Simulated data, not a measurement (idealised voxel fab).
The document below concerns the process module designated voxel gate over fins.
Section shown: cut. Width: 265 nm. Cell size: 5 nm, square.
How to read a cross-section here: the picture is a grid of square cells, written as bands going from the top down, and any band can span one or more rows of cells.
This entry defines a band. It first specifies the height of the band's top and the height of its bottom in nm, and then specifies the band's materials from left to right, stating each material with its width in nm. The word "full width" identifies a single material that fills the band from edge to edge, while the word "blank" identifies empty space.
Where do heights start? At 0: under that level the wafer as delivered is made of one material only. And the lowest band has no floor; it just carries on downward, as in "0 down".
A width such as "30..40" changes by the same amount from each row of cells to the next, from the band's top row to its bottom row.
Given "left unchanged" for a step, no cell of the cross-section differs between before and after that step.
Empty spaces without an open route to the top, at least 8 cells in extent, make up the entry "Fully enclosed voids"; each is given as width x height at distance, where the distance is measured from the left edge, and all are in nm.
It should be noted that, on the line of a given step, the content following the step's settings is a remark produced by the simulator itself with respect to that step.
What "overlay nm" on a step's line means: if the step has a mask, that mask lay this far to the right of its planned place, or, when the value is negative, to the left.
-- These are the steps we planned for the process
1) RECEIVE,material Si
2) CONFORMAL_DEP,material SiN,thk nm 5
3) MASKED_ETCH,tone cover,mask id FINS,width nm 15,pitch nm 35,etch materials SiN,depth nm 5,overlay nm 0
4) MASKED_ETCH,tone cover,mask id FINS,width nm 15,pitch nm 35,etch materials Si,depth nm 30,overlay nm 0
5) FILL_DEP,material SiO2,thk nm 10
6) CMP,height nm 5
7) SELECTIVE_ETCH,etch materials SiO2,depth nm 15
8) STRIP,etch materials SiN
9) CONFORMAL_DEP,material HfO2,thk nm 5
10) CONFORMAL_DEP,material TiN,thk nm 5
11) FILL_DEP,material W,thk nm 15
12) CMP,height nm 20
13) CONFORMAL_DEP,material SiCN,thk nm 5
-- Cross-section of the wafer as it came to us, i.e., already through step 1
  0 down = Si full width
  Fully enclosed voids: none
-- As-planned run: cross-section of the first of two wafers at end of module
  25 to 20 = SiCN full width
  20 to 10 = W full width
  10 to 5 = W 80 nm  TiN 105 nm  W 80 nm
  5 to 0 = W 80 nm  TiN 5 nm  HfO2 25 nm  TiN 10 nm  HfO2 25 nm  TiN 10 nm  HfO2 25 nm  TiN 5 nm  W 80 nm
  0 to -5 = TiN 85 nm  HfO2 5 nm  Si 15 nm  HfO2 5 nm  TiN 10 nm  HfO2 5 nm  Si 15 nm  HfO2 5 nm  TiN 10 nm  HfO2 5 nm  Si 15 nm  HfO2 5 nm  TiN 85 nm
  -5 to -10 = HfO2 90 nm  Si 15 nm  HfO2 20 nm  Si 15 nm  HfO2 20 nm  Si 15 nm  HfO2 90 nm
  -10 to -30 = SiO2 90 nm  Si 15 nm  SiO2 20 nm  Si 15 nm  SiO2 20 nm  Si 15 nm  SiO2 90 nm
  -30 down = Si full width
  Fully enclosed voids: none
-- Cross-section at end of module for the second wafer of two, which matched the first in starting point and plan and differed by one mistake in its processing
  25 to 20 = SiCN full width
  20 to 10 = W full width
  10 to 5 = W 80 nm  TiN 105 nm  W 80 nm
  5 to 0 = W 80 nm  TiN 5 nm  SiN 25 nm  TiN 10 nm  SiN 25 nm  TiN 10 nm  SiN 25 nm  TiN 5 nm  W 80 nm
  0 to -5 = TiN 85 nm  SiN 5 nm  Si 15 nm  SiN 5 nm  TiN 10 nm  SiN 5 nm  Si 15 nm  SiN 5 nm  TiN 10 nm  SiN 5 nm  Si 15 nm  SiN 5 nm  TiN 85 nm
  -5 to -10 = SiN 90 nm  Si 15 nm  SiN 20 nm  Si 15 nm  SiN 20 nm  Si 15 nm  SiN 90 nm
  -10 to -30 = SiO2 90 nm  Si 15 nm  SiO2 20 nm  Si 15 nm  SiO2 20 nm  Si 15 nm  SiO2 90 nm
  -30 down = Si full width
  Fully enclosed voids: none
It is concluded that the wafer was processed incorrectly with respect to the plan, in that note that step 9 departed from the planned setting and was carried out as CONFORMAL_DEP,material SiN,thk nm 5
Count the cells at the end and the second wafer has more or fewer of some materials than the first: HfO2 -65 | SiN +65
